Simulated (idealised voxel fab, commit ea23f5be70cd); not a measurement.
process module | voxel gate over fins
cross-section cut | 215 nm wide | cells 5 nm
A cross-section is a grid of square cells, given in bands from the top down. A band is one or more rows of cells.
Each band's line starts with the height of the band's top and of its bottom, in nm. Then come its materials from left to right, each with its width in nm. One material with "throughout" fills the band from edge to edge. "air" is empty space.
Height 0 is the level under which the wafer as received is all one material. The lowest band goes on downwards, as in "0 down".
A width such as "30 to 40" changes by the same amount from each row of cells to the next, from the band's top row to its bottom row.
"no change" after a step means that no cell of the cross-section changed.
closed voids: empty space of 8 cells or more with no open way to the top, each as width x height at its distance from the left edge, in nm
after a step's settings: what the simulator itself notes on the step
overlay nm, on a step with a mask: how far to the right of its planned place the mask lay; to the left if negative
plan
1 op RECEIVE | material Si
2 op CONFORMAL_DEP | material SiN | thk nm 10
3 op DIRECTIONAL_DEP | material aC | thk nm 10
4 op PATTERN | tone cover | mask id FINS | material resist | width nm 15 | pitch nm 40 | thk nm 30 | overlay nm 0
5 op DIRECTIONAL_ETCH | etch materials aC | depth nm 10
6 op STRIP | etch materials resist
7 op DIRECTIONAL_ETCH | etch materials SiN | depth nm 10
8 op DIRECTIONAL_ETCH | etch materials Si | depth nm 30
9 op STRIP | etch materials aC
10 op OXIDIZE | depth nm 5
11 op FILL_DEP | material SiO2 | thk nm 5
12 op CMP | height nm 10
13 op SELECTIVE_ETCH | etch materials SiO2 | depth nm 20
14 op STRIP | etch materials SiN
15 op CONFORMAL_DEP | material HfO2 | thk nm 5
16 op CONFORMAL_DEP | material TiN | thk nm 5
17 op FILL_DEP | material W | thk nm 10
18 op CMP | height nm 15
19 op CONFORMAL_DEP | material SiCN | thk nm 5
as received, after step 1
  0 down: Si throughout
  closed voids: none
first wafer at the end, as planned
  20 to 15: SiCN throughout
  15 to 10: W throughout
  10 to 5: W 55 | TiN 25 | W 15 | TiN 25 | W 15 | TiN 25 | W 55
  5 to 0: W 55 | TiN 5 | HfO2 15 | TiN 5 | W 15 | TiN 5 | HfO2 15 | TiN 5 | W 15 | TiN 5 | HfO2 15 | TiN 5 | W 55
  0 to -5: TiN 60 | HfO2 5 | Si 5 | HfO2 5 | TiN 25 | HfO2 5 | Si 5 | HfO2 5 | TiN 25 | HfO2 5 | Si 5 | HfO2 5 | TiN 60
  -5 to -10: HfO2 65 | Si 5 | HfO2 35 | Si 5 | HfO2 35 | Si 5 | HfO2 65
  -10 to -35: SiO2 65 | Si 5 | SiO2 35 | Si 5 | SiO2 35 | Si 5 | SiO2 65
  -35 down: Si throughout
  closed voids: none
second wafer at the end: like start, like plan, one mistake
  20 to 15: SiCN throughout
  15 to 10: W throughout
  10 to 5: W 55 | TiN 25 | W 15 | TiN 25 | W 15 | TiN 25 | W 55
  5 to 0: W 55 | TiN 5 | HfO2 15 | TiN 5 | W 15 | TiN 5 | HfO2 15 | TiN 5 | W 15 | TiN 5 | HfO2 15 | TiN 5 | W 55
  0 to -5: TiN 60 | HfO2 5 | Si 5 | HfO2 5 | TiN 25 | HfO2 5 | Si 5 | HfO2 5 | TiN 25 | HfO2 5 | Si 5 | HfO2 5 | TiN 60
  -5 to -10: HfO2 65 | Si 5 | HfO2 35 | Si 5 | HfO2 35 | Si 5 | HfO2 65
  -10 to -65: SiO2 65 | Si 5 | SiO2 35 | Si 5 | SiO2 35 | Si 5 | SiO2 65
  -65 down: Si throughout
  closed voids: none
what went wrong: step 8 was run twice
at the end the second wafer has, in cells: 240 fewer of Si | 240 more of SiO2
